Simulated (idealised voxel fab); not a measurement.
Name of the process module below: voxel wiring stack
The figure presents cross-section cut, which has a width of 240 nm and is divided into square cells with an edge length of 5 nm.
For the purposes of this document, a cross-section shall be understood as a grid of square cells, specified as bands listed in top-to-bottom order, each band consisting of one or more rows of cells.
Top height, bottom height, nm. Materials left to right, width each, nm. Single material + "all across" = fills band edge to edge. "air" = empty.
Heads up on the height convention: 0 is the point under which the incoming wafer is all one material, and the lowest band has no bottom, it just keeps going down, like "from 0 down".
Width spec "30 to 40" -> top row of cells at first value, bottom row at second value, equal per-row change in between.
Step marked "nothing was modified"? Then no cell in the cross-section changed in it.
The label "Fully sealed voids" introduces a list of the empty spaces, 8 cells or larger, that have no open way up to the top; each entry in it reads width x height at distance, where the distance is taken from the left edge and all three are stated in nm.
If you see something after the settings on a step's line, that's the simulator's own remark about that step.
overlay nm: how far to the right of its planned place the mask lay on this masked step (negative: to the left).
# Here's what the planned process steps look like
1) RECEIVE with material Si
2) CONFORMAL_DEP with material SiO2, thk nm 10
3) DIRECTIONAL_DEP with material TiN, thk nm 5
4) DIRECTIONAL_DEP with material Ru, thk nm 20
5) MASKED_ETCH with tone cover, mask id METAL_1, width nm 20, pitch nm 40, etch materials Ru, depth nm 20, overlay nm 0
6) MASKED_ETCH with tone cover, mask id METAL_1, width nm 20, pitch nm 40, etch materials TiN, depth nm 5, overlay nm 0
7) FILL_DEP with material SiO2, thk nm 5
8) CMP with height nm 35
9) CONFORMAL_DEP with material SiCN, thk nm 5
10) DIRECTIONAL_DEP with material lowk, thk nm 10
11) MASKED_ETCH with tone open, mask id PLUG_1, width nm 15, pitch nm 80, etch materials lowk, depth nm 10, overlay nm 0
12) MASKED_ETCH with tone open, mask id PLUG_1, width nm 15, pitch nm 80, etch materials SiCN, depth nm 5, overlay nm 0
13) CONFORMAL_DEP with material TiN, thk nm 5
14) FILL_DEP with material Ru, thk nm 10
15) CMP with height nm 50
16) DIRECTIONAL_DEP with material TiN, thk nm 5
17) DIRECTIONAL_DEP with material Ru, thk nm 20
18) PATTERN with tone cover, mask id METAL_2, material resist, width nm 20, pitch nm 40, thk nm 20, overlay nm 0
19) DIRECTIONAL_ETCH with etch materials Ru, depth nm 20
20) DIRECTIONAL_ETCH with etch materials TiN, depth nm 5
21) STRIP with etch materials resist
22) CONFORMAL_DEP with material SiCN, thk nm 5
23) FILL_DEP with material lowk, thk nm 5
24) CMP with height nm 75
25) CONFORMAL_DEP with material SiCN, thk nm 5
# So, the first of our two wafers, run just as we planned it
# Incoming wafer in cross-section (state: after step 1)
from 0 down = Si all across
Fully sealed voids: none
# Wafer after step 2 (cross-section)
from 10 to 0 = SiO2 all across
Note: structure below 0 unchanged.
# Wafer after step 3 (cross-section)
from 15 to 10 = TiN all across
Note: structure below 10 unchanged.
# Wafer after step 4 (cross-section)
from 35 to 15 = Ru all across
Note: structure below 15 unchanged.
# Wafer after step 5 (cross-section)
from 35 to 15 = air 70 nm; Ru 20 nm; air 20 nm; Ru 20 nm; air 20 nm; Ru 20 nm; air 70 nm
Note: structure below 15 unchanged.
# Wafer after step 6 (cross-section)
from 35 to 15 = air 70 nm; Ru 20 nm; air 20 nm; Ru 20 nm; air 20 nm; Ru 20 nm; air 70 nm
from 15 to 10 = air 70 nm; TiN 20 nm; air 20 nm; TiN 20 nm; air 20 nm; TiN 20 nm; air 70 nm
Note: structure below 10 unchanged.
# Wafer after step 7 (cross-section)
from 40 to 35 = SiO2 all across
from 35 to 15 = SiO2 70 nm; Ru 20 nm; SiO2 20 nm; Ru 20 nm; SiO2 20 nm; Ru 20 nm; SiO2 70 nm
from 15 to 10 = SiO2 70 nm; TiN 20 nm; SiO2 20 nm; TiN 20 nm; SiO2 20 nm; TiN 20 nm; SiO2 70 nm
Note: structure below 10 unchanged.
# Wafer after step 8 (cross-section)
from 35 to 15 = SiO2 70 nm; Ru 20 nm; SiO2 20 nm; Ru 20 nm; SiO2 20 nm; Ru 20 nm; SiO2 70 nm
Note: structure below 15 unchanged.
# Wafer after step 9 (cross-section)
from 40 to 35 = SiCN all across
Note: structure below 35 unchanged.
# Wafer after step 10 (cross-section)
from 50 to 40 = lowk all across
Note: structure below 40 unchanged.
# Wafer after step 11 (cross-section)
from 50 to 40 = lowk 70 nm; air 15 nm; lowk 65 nm; air 15 nm; lowk 75 nm
Note: structure below 40 unchanged.
# Wafer after step 12 (cross-section)
from 50 to 40 = lowk 70 nm; air 15 nm; lowk 65 nm; air 15 nm; lowk 75 nm
from 40 to 35 = SiCN 70 nm; air 15 nm; SiCN 65 nm; air 15 nm; SiCN 75 nm
Note: structure below 35 unchanged.
# Wafer after step 13 (cross-section)
from 55 to 50 = TiN 75 nm; air 5 nm; TiN 75 nm; air 5 nm; TiN 80 nm
from 50 to 40 = lowk 70 nm; TiN 5 nm; air 5 nm; TiN 5 nm; lowk 65 nm; TiN 5 nm; air 5 nm; TiN 5 nm; lowk 75 nm
from 40 to 35 = SiCN 70 nm; TiN 15 nm; SiCN 65 nm; TiN 15 nm; SiCN 75 nm
Note: structure below 35 unchanged.
# Wafer after step 14 (cross-section)
from 65 to 55 = Ru all across
from 55 to 50 = TiN 75 nm; Ru 5 nm; TiN 75 nm; Ru 5 nm; TiN 80 nm
from 50 to 40 = lowk 70 nm; TiN 5 nm; Ru 5 nm; TiN 5 nm; lowk 65 nm; TiN 5 nm; Ru 5 nm; TiN 5 nm; lowk 75 nm
Note: structure below 40 unchanged.
# Wafer after step 15 (cross-section)
from 50 to 40 = lowk 70 nm; TiN 5 nm; Ru 5 nm; TiN 5 nm; lowk 65 nm; TiN 5 nm; Ru 5 nm; TiN 5 nm; lowk 75 nm
Note: structure below 40 unchanged.
# Wafer after step 16 (cross-section)
from 55 to 50 = TiN all across
Note: structure below 50 unchanged.
# Wafer after step 17 (cross-section)
from 75 to 55 = Ru all across
Note: structure below 55 unchanged.
# Wafer after step 18 (cross-section)
from 95 to 75 = air 70 nm; resist 20 nm; air 20 nm; resist 20 nm; air 20 nm; resist 20 nm; air 70 nm
Note: structure below 75 unchanged.
# Wafer after step 19 (cross-section)
from 95 to 75 = air 70 nm; resist 20 nm; air 20 nm; resist 20 nm; air 20 nm; resist 20 nm; air 70 nm
from 75 to 55 = air 70 nm; Ru 20 nm; air 20 nm; Ru 20 nm; air 20 nm; Ru 20 nm; air 70 nm
Note: structure below 55 unchanged.
# Wafer after step 20 (cross-section)
from 95 to 75 = air 70 nm; resist 20 nm; air 20 nm; resist 20 nm; air 20 nm; resist 20 nm; air 70 nm
from 75 to 55 = air 70 nm; Ru 20 nm; air 20 nm; Ru 20 nm; air 20 nm; Ru 20 nm; air 70 nm
from 55 to 50 = air 70 nm; TiN 20 nm; air 20 nm; TiN 20 nm; air 20 nm; TiN 20 nm; air 70 nm
Note: structure below 50 unchanged.
# Wafer after step 21 (cross-section)
from 75 to 55 = air 70 nm; Ru 20 nm; air 20 nm; Ru 20 nm; air 20 nm; Ru 20 nm; air 70 nm
Note: structure below 55 unchanged.
# Wafer after step 22 (cross-section)
from 80 to 75 = air 65 nm; SiCN 30 nm; air 10 nm; SiCN 30 nm; air 10 nm; SiCN 30 nm; air 65 nm
from 75 to 55 = air 65 nm; SiCN 5 nm; Ru 20 nm; SiCN 5 nm; air 10 nm; SiCN 5 nm; Ru 20 nm; SiCN 5 nm; air 10 nm; SiCN 5 nm; Ru 20 nm; SiCN 5 nm; air 65 nm
from 55 to 50 = SiCN 70 nm; TiN 20 nm; SiCN 20 nm; TiN 20 nm; SiCN 20 nm; TiN 20 nm; SiCN 70 nm
Note: structure below 50 unchanged.
# Wafer after step 23 (cross-section)
from 85 to 80 = lowk all across
from 80 to 75 = lowk 65 nm; SiCN 30 nm; lowk 10 nm; SiCN 30 nm; lowk 10 nm; SiCN 30 nm; lowk 65 nm
from 75 to 55 = lowk 65 nm; SiCN 5 nm; Ru 20 nm; SiCN 5 nm; lowk 10 nm; SiCN 5 nm; Ru 20 nm; SiCN 5 nm; lowk 10 nm; SiCN 5 nm; Ru 20 nm; SiCN 5 nm; lowk 65 nm
Note: structure below 55 unchanged.
# Wafer after step 24 (cross-section)
from 75 to 55 = lowk 65 nm; SiCN 5 nm; Ru 20 nm; SiCN 5 nm; lowk 10 nm; SiCN 5 nm; Ru 20 nm; SiCN 5 nm; lowk 10 nm; SiCN 5 nm; Ru 20 nm; SiCN 5 nm; lowk 65 nm
Note: structure below 55 unchanged.
# Wafer after step 25 (cross-section)
from 80 to 75 = SiCN all across
Note: structure below 75 unchanged.
# Wafer two: like wafer one in start and plan, but with one mistake in execution; identical up to and including step 22
# Here is the second wafer in cross-section at the point where step 23 of the plan should have been done
from 90 to 80 = lowk all across
from 80 to 75 = lowk 65 nm; SiCN 30 nm; lowk 10 nm; SiCN 30 nm; lowk 10 nm; SiCN 30 nm; lowk 65 nm
from 75 to 55 = lowk 65 nm; SiCN 5 nm; Ru 20 nm; SiCN 5 nm; lowk 10 nm; SiCN 5 nm; Ru 20 nm; SiCN 5 nm; lowk 10 nm; SiCN 5 nm; Ru 20 nm; SiCN 5 nm; lowk 65 nm
Note: structure below 55 unchanged.
# Here is the second wafer in cross-section at the point where step 24 of the plan should have been done
from 75 to 55 = lowk 65 nm; SiCN 5 nm; Ru 20 nm; SiCN 5 nm; lowk 10 nm; SiCN 5 nm; Ru 20 nm; SiCN 5 nm; lowk 10 nm; SiCN 5 nm; Ru 20 nm; SiCN 5 nm; lowk 65 nm
Note: structure below 55 unchanged.
# Here is the second wafer in cross-section at the point where step 25 of the plan should have been done
from 80 to 75 = SiCN all across
Note: structure below 75 unchanged.
It is concluded that the wafer was processed incorrectly with respect to the plan, in that the plan's step 23 ran twice
If you compare the two wafers at the end, their cross-sections are the same, so as far as this model is concerned the mistake changes nothing.
